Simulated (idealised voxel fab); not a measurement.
The name of this process module is voxel air gaps.
The cross-section on display is named cut; it measures 205 nm wide, and its cells are 5 nm squares.
Heads up, the way a cross-section reads in here is a grid of square cells, handed over as bands from the top down, with every band being one or more rows of cells. Band entry format. Leading values: height of top, height of bottom, nm. Remainder: materials in left-to-right order, each with its width in nm. Special words: "full width" on a single material, which then fills the band edge to edge; "empty", empty space. Basically, 0 is our baseline, since under it the wafer straight out of the box is all one material. The bottom band has no lower end and keeps on going down, so it looks like "from 0 down". Read "30 to 40" as a graded width: first number on top, second number at the bottom, same change between each pair of neighbouring rows. Any step labelled "stayed the same" changed none of the cells in the cross-section. Empty spaces without an open route to the top, at least 8 cells in extent, make up the entry "Sealed voids"; each is given as width x height at distance, where the distance is measured from the left edge, and all are in nm. Note: text after step settings on the step line = simulator remark on that step. The setting "overlay nm" may be written on the line of a step. When the step uses a mask, the value reports how far to the right of the planned place the mask lay, and a negative value reports that it lay to the left.
**This section lists the process steps that were planned**
1. RECEIVE,material Si
2. CONFORMAL_DEP,material SiO2,thk nm 10
3. CONFORMAL_DEP,material SiCN,thk nm 5
4. DIRECTIONAL_DEP,material SiO2,thk nm 30
5. PATTERN,tone open,mask id LINES,material resist,width nm 20,pitch nm 45,thk nm 20,overlay nm 0
6. DIRECTIONAL_ETCH,etch materials SiO2,depth nm 30
7. STRIP,etch materials resist
8. CONFORMAL_DEP,material TiN,thk nm 5
9. FILL_DEP,material Cu,thk nm 10
10. CMP,height nm 45
11. EPI,material Ru,thk nm 10
12. SELECTIVE_ETCH,etch materials SiO2,depth nm 40
13. CONFORMAL_DEP,material SiCN,thk nm 5
**As received (post step 1): cross-section**
- from 0 down | Si full width
- Sealed voids: none
**Figure: cross-sectional view of the wafer upon completion of the module, processed from the initial state and according to the plan depicted above, with one error introduced during execution**
- from 60 to 55 | SiCN full width
- from 55 to 45 | Ru full width
- from 45 to 20 | 40 Cu / 5 TiN / 20 SiO2 / 5 TiN / 15 Cu / 5 TiN / 20 SiO2 / 5 TiN / 15 Cu / 5 TiN / 20 SiO2 / 5 TiN / 45 Cu
- from 20 to 15 | 45 TiN / 20 SiO2 / 25 TiN / 20 SiO2 / 25 TiN / 20 SiO2 / 50 TiN
- from 15 to 10 | SiCN full width
- from 10 to 0 | SiO2 full width
- from 0 down | Si full width
- Sealed voids: none
What broke from the plan during processing? step 5 ran as: PATTERN,tone cover,mask id LINES,material resist,width nm 20,pitch nm 45,thk nm 20,overlay nm 0
